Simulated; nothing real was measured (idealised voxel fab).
voxel capacitor over wiring: a process module
It is cross-section cut that appears here, measuring 270 nm in width, its square cells being 5 nm in size.
The cross-sections in this document take the form of a grid made of square cells. They are written out as bands, in order from top to bottom. Each band consists of one or more rows of cells.
What a band's entry tells you: where the top is and where the bottom is, as heights in nm, and after that what lies inside, material by material from left to right, each with its width in nm. Empty space is written as the word "air", and a single material marked with the word "throughout" occupies the band from edge to edge.
Height 0 is the level under which the wafer as received is all one material. The lowest band goes on downwards, as in "0 nm and below".
You'd read "30 to 40" like this: the band's top row of cells is as wide as the first number, its bottom row is as wide as the second, and going down, every row changes width by the same amount as the row before did.
"no alterations made" for a step: no cell of the cross-section changed in that step.
"Tabulated closed voids" specifies each empty space that is not open to the top and that occupies no fewer than 8 cells, using the form width x height at distance, the distance measured from the left edge and all three quantities in nm.
It should be noted that, on the line of a given step, the content following the step's settings is a remark produced by the simulator itself with respect to that step.
overlay nm: mask offset rightward from planned place, masked step; negative means leftward offset.
[Steps in the process plan]
1 op RECEIVE | material Si
2 op CONFORMAL_DEP | material SiO2 | thk nm 15
3 op CONFORMAL_DEP | material SiCN | thk nm 5
4 op DIRECTIONAL_DEP | material lowk | thk nm 15
5 op PATTERN | tone open | mask id METAL_1 | material resist | width nm 25 | pitch nm 95 | thk nm 15 | overlay nm 0
6 op DIRECTIONAL_ETCH | etch materials lowk | depth nm 15
7 op DIRECTIONAL_ETCH | etch materials SiCN | depth nm 5
8 op STRIP | etch materials resist
9 op CONFORMAL_DEP | material TiN | thk nm 5
10 op FILL_DEP | material W | thk nm 10
11 op CMP | height nm 35
12 op EPI | material Ru | thk nm 5
13 op FILL_DEP | material SiCN | thk nm 5
14 op DIRECTIONAL_DEP | material SiO2 | thk nm 15
15 op MASKED_ETCH | tone open | mask id PLUG_1 | width nm 15 | etch materials SiO2 | depth nm 15 | overlay nm 0
16 op MASKED_ETCH | tone open | mask id PLUG_1 | width nm 15 | etch materials SiCN | depth nm 5 | overlay nm 0
17 op EPI | material Ru | thk nm 10
18 op EPI | material Ru | thk nm 10
19 op DIRECTIONAL_DEP | material TiN | thk nm 5
20 op DIRECTIONAL_DEP | material SiN | thk nm 5
21 op DIRECTIONAL_DEP | material TiN | thk nm 10
22 op MASKED_ETCH | tone cover | mask id UPPER_PLATE | width nm 75 | etch materials TiN | depth nm 10 | overlay nm 0
23 op MASKED_ETCH | tone cover | mask id UPPER_PLATE | width nm 75 | etch materials SiN | depth nm 5 | overlay nm 0
24 op DIRECTIONAL_DEP | material aC | thk nm 10
25 op PATTERN | tone cover | mask id LOWER_PLATE | material resist | width nm 85 | thk nm 25 | overlay nm 0
26 op DIRECTIONAL_ETCH | etch materials aC | depth nm 10
27 op STRIP | etch materials resist
28 op DIRECTIONAL_ETCH | etch materials TiN | depth nm 5
29 op STRIP | etch materials aC
30 op FILL_DEP | material SiO2 | thk nm 20
31 op CMP | height nm 95
32 op PATTERN | tone open | mask id PLUG_2 | material resist | width nm 15 | thk nm 20 | overlay nm 0
33 op DIRECTIONAL_ETCH | etch materials SiO2 | depth nm 15
34 op STRIP | etch materials resist
35 op CONFORMAL_DEP | material TiN | thk nm 5
36 op FILL_DEP | material W | thk nm 10
37 op CMP | height nm 95
38 op CONFORMAL_DEP | material SiCN | thk nm 5
[Cross-section: wafer on arrival = after step 1]
    0 nm and below  Si throughout
    Tabulated closed voids: none
[Same starting wafer, same plan as above, one mistake in the execution; this is the cross-section at the end of the module]
    100 nm to 95 nm  SiCN throughout
    95 nm to 85 nm  95 nm SiO2; 5 nm TiN; 5 nm W; 5 nm TiN; 160 nm SiO2
    85 nm to 80 nm  95 nm SiO2; 15 nm TiN; 160 nm SiO2
    80 nm to 70 nm  85 nm SiO2; 75 nm TiN; 110 nm SiO2
    70 nm to 65 nm  85 nm SiO2; 75 nm SiN; 110 nm SiO2
    65 nm to 60 nm  80 nm SiO2; 85 nm TiN; 105 nm SiO2
    60 nm to 45 nm  85 nm SiO2; 15 nm Ru; 170 nm SiO2
    45 nm to 40 nm  85 nm SiCN; 15 nm Ru; 170 nm SiCN
    40 nm to 35 nm  70 nm SiCN; 35 nm Ru; 60 nm SiCN; 35 nm Ru; 70 nm SiCN
    35 nm to 25 nm  75 nm lowk; 5 nm TiN; 15 nm W; 5 nm TiN; 70 nm lowk; 5 nm TiN; 15 nm W; 5 nm TiN; 75 nm lowk
    25 nm to 20 nm  75 nm lowk; 25 nm TiN; 70 nm lowk; 25 nm TiN; 75 nm lowk
    20 nm to 5 nm  SiO2 throughout
    5 nm to 0 nm  SiCN throughout
    0 nm and below  Si throughout
    Tabulated closed voids: none
What was the processing mistake? plan vs actual: 2 and 3 interchanged
